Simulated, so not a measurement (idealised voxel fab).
The process module that follows is named voxel self aligned contacts.
Each square cell in cross-section cut measures 5 nm, and the section as a whole is 290 nm wide.
The cross-sections in this document take the form of a grid made of square cells. They are written out as bands, in order from top to bottom. Each band consists of one or more rows of cells. This entry defines a band. It first specifies the height of the band's top and the height of its bottom in nm, and then specifies the band's materials from left to right, stating each material with its width in nm. The word "everywhere" identifies a single material that fills the band from edge to edge, while the word "blank" identifies empty space. It should be noted that heights are counted from 0, beneath which the wafer as supplied is of one material throughout, and that the lowest band possesses no lower boundary but continues downward, as written in "0 down". The width entry "30->40" should be interpreted row by row: the top row of cells in the band takes the first number, the bottom row takes the second number, and the change between adjacent rows is uniform throughout. Any step labelled "stayed the same" changed none of the cells in the cross-section. Look at "Closed cavities" for the closed voids: empty spaces with no open path to the top, sized 8 cells or up. Each is width x height at distance, distance from the left edge, all nm. Anything after a step's settings on that line? It's the simulator's own note about the step. The optional step-line setting "overlay nm" applies to steps with a mask and quantifies how far to the right of its planned location the mask lay, a negative value indicating leftward placement.

-- Process steps foreseen in the plan
1. RECEIVE with material Si
2. OXIDIZE with depth nm 5
3. DIRECTIONAL_DEP with material polySi, thk nm 25
4. DIRECTIONAL_DEP with material SiN, thk nm 20
5. DIRECTIONAL_DEP with material aC, thk nm 10
6. PATTERN with tone cover, mask id GATE, material resist, width nm 25, pitch nm 60, thk nm 25, overlay nm 0
7. DIRECTIONAL_ETCH with etch materials aC, depth nm 10
8. STRIP with etch materials resist
9. DIRECTIONAL_ETCH with etch materials SiN, depth nm 20
10. DIRECTIONAL_ETCH with etch materials polySi, depth nm 25
11. STRIP with etch materials aC
12. CONFORMAL_DEP with material SiN, thk nm 10
13. DIRECTIONAL_ETCH with etch materials SiN, depth nm 10
14. FILL_DEP with material SiO2, thk nm 20
15. CMP with height nm 55
16. MASKED_ETCH with tone open, mask id CONTACT, width nm 45, etch materials SiO2, depth nm 60, overlay nm 0
17. CONFORMAL_DEP with material TiN, thk nm 5
18. FILL_DEP with material Ru, thk nm 10
19. CMP with height nm 55
20. CONFORMAL_DEP with material SiN, thk nm 5

-- The first of two wafers, run as planned

-- Cross-sectional view of the wafer in its as-received condition, corresponding to the state after step 1
0 down: Si everywhere
Closed cavities: none

-- Sectional view: wafer, after step 2
0 to -5: SiO2 everywhere
No changes below -5.

-- Sectional view: wafer, after step 3
25 to 0: polySi everywhere
No changes below 0.

-- Sectional view: wafer, after step 4
45 to 25: SiN everywhere
No changes below 25.

-- Sectional view: wafer, after step 5
55 to 45: aC everywhere
No changes below 45.

-- Sectional view: wafer, after step 6
80 to 55: 100 nm blank, then 25 nm resist, then 35 nm blank, then 25 nm resist, then 105 nm blank
No changes below 55.

-- Sectional view: wafer, after step 7
70 to 55: 100 nm blank, then 25 nm resist, then 35 nm blank, then 25 nm resist, then 105 nm blank
55 to 45: 100 nm blank, then 25 nm aC, then 35 nm blank, then 25 nm aC, then 105 nm blank
No changes below 45.

-- Sectional view: wafer, after step 8
55 to 45: 100 nm blank, then 25 nm aC, then 35 nm blank, then 25 nm aC, then 105 nm blank
No changes below 45.

-- Sectional view: wafer, after step 9
55 to 45: 100 nm blank, then 25 nm aC, then 35 nm blank, then 25 nm aC, then 105 nm blank
45 to 25: 100 nm blank, then 25 nm SiN, then 35 nm blank, then 25 nm SiN, then 105 nm blank
No changes below 25.

-- Sectional view: wafer, after step 10
55 to 45: 100 nm blank, then 25 nm aC, then 35 nm blank, then 25 nm aC, then 105 nm blank
45 to 25: 100 nm blank, then 25 nm SiN, then 35 nm blank, then 25 nm SiN, then 105 nm blank
25 to 0: 100 nm blank, then 25 nm polySi, then 35 nm blank, then 25 nm polySi, then 105 nm blank
No changes below 0.

-- Sectional view: wafer, after step 11
45 to 25: 100 nm blank, then 25 nm SiN, then 35 nm blank, then 25 nm SiN, then 105 nm blank
No changes below 25.

-- Sectional view: wafer, after step 12
55 to 25: 90 nm blank, then 45 nm SiN, then 15 nm blank, then 45 nm SiN, then 95 nm blank
25 to 10: 90 nm blank, then 10 nm SiN, then 25 nm polySi, then 10 nm SiN, then 15 nm blank, then 10 nm SiN, then 25 nm polySi, then 10 nm SiN, then 95 nm blank
10 to 0: 100 nm SiN, then 25 nm polySi, then 35 nm SiN, then 25 nm polySi, then 105 nm SiN
No changes below 0.

-- Sectional view: wafer, after step 13
45 to 25: 90 nm blank, then 45 nm SiN, then 15 nm blank, then 45 nm SiN, then 95 nm blank
25 to 0: 90 nm blank, then 10 nm SiN, then 25 nm polySi, then 10 nm SiN, then 15 nm blank, then 10 nm SiN, then 25 nm polySi, then 10 nm SiN, then 95 nm blank
No changes below 0.

-- Sectional view: wafer, after step 14
65 to 45: SiO2 everywhere
45 to 25: 90 nm SiO2, then 45 nm SiN, then 15 nm SiO2, then 45 nm SiN, then 95 nm SiO2
25 to 0: 90 nm SiO2, then 10 nm SiN, then 25 nm polySi, then 10 nm SiN, then 15 nm SiO2, then 10 nm SiN, then 25 nm polySi, then 10 nm SiN, then 95 nm SiO2
No changes below 0.

-- Sectional view: wafer, after step 15
55 to 45: SiO2 everywhere
No changes below 45.

-- Sectional view: wafer, after step 16
55 to 45: 120 nm SiO2, then 45 nm blank, then 125 nm SiO2
45 to 25: 90 nm SiO2, then 45 nm SiN, then 15 nm blank, then 45 nm SiN, then 95 nm SiO2
25 to 0: 90 nm SiO2, then 10 nm SiN, then 25 nm polySi, then 10 nm SiN, then 15 nm blank, then 10 nm SiN, then 25 nm polySi, then 10 nm SiN, then 95 nm SiO2
0 to -5: 135 nm SiO2, then 15 nm blank, then 140 nm SiO2
No changes below -5.

-- Sectional view: wafer, after step 17
60 to 55: 125 nm TiN, then 35 nm blank, then 130 nm TiN
55 to 45: 120 nm SiO2, then 5->20 nm TiN, then 35->5 nm blank, then 5->20 nm TiN, then 125 nm SiO2
45 to 25: 90 nm SiO2, then 45 nm SiN, then 5 nm TiN, then 5 nm blank, then 5 nm TiN, then 45 nm SiN, then 95 nm SiO2
25 to 0: 90 nm SiO2, then 10 nm SiN, then 25 nm polySi, then 10 nm SiN, then 5 nm TiN, then 5 nm blank, then 5 nm TiN, then 10 nm SiN, then 25 nm polySi, then 10 nm SiN, then 95 nm SiO2
0 to -5: 135 nm SiO2, then 15 nm TiN, then 140 nm SiO2
No changes below -5.

-- Sectional view: wafer, after step 18
70 to 60: Ru everywhere
60 to 55: 125 nm TiN, then 35 nm Ru, then 130 nm TiN
55 to 45: 120 nm SiO2, then 5->20 nm TiN, then 35->5 nm Ru, then 5->20 nm TiN, then 125 nm SiO2
45 to 25: 90 nm SiO2, then 45 nm SiN, then 5 nm TiN, then 5 nm Ru, then 5 nm TiN, then 45 nm SiN, then 95 nm SiO2
25 to 0: 90 nm SiO2, then 10 nm SiN, then 25 nm polySi, then 10 nm SiN, then 5 nm TiN, then 5 nm Ru, then 5 nm TiN, then 10 nm SiN, then 25 nm polySi, then 10 nm SiN, then 95 nm SiO2
No changes below 0.

-- Sectional view: wafer, after step 19
55 to 45: 120 nm SiO2, then 5->20 nm TiN, then 35->5 nm Ru, then 5->20 nm TiN, then 125 nm SiO2
No changes below 45.

-- Sectional view: wafer, after step 20
60 to 55: SiN everywhere
No changes below 55.

-- The Second Wafer: Common Origin and Plan, One Mistake in Execution, Identical to the First Through Step 18

Second wafer profile in section, at the moment step 19 of the plan was meant to be complete: stayed the same

-- Second wafer profile in section, at the moment step 20 of the plan was meant to be complete
75 to 70: SiN everywhere
No changes below 70.
what went wrong: plan step 19 was not performed, having been skipped
Counted in cells at the end, the second wafer holds more or fewer of these materials than the first: Ru +123; TiN +51
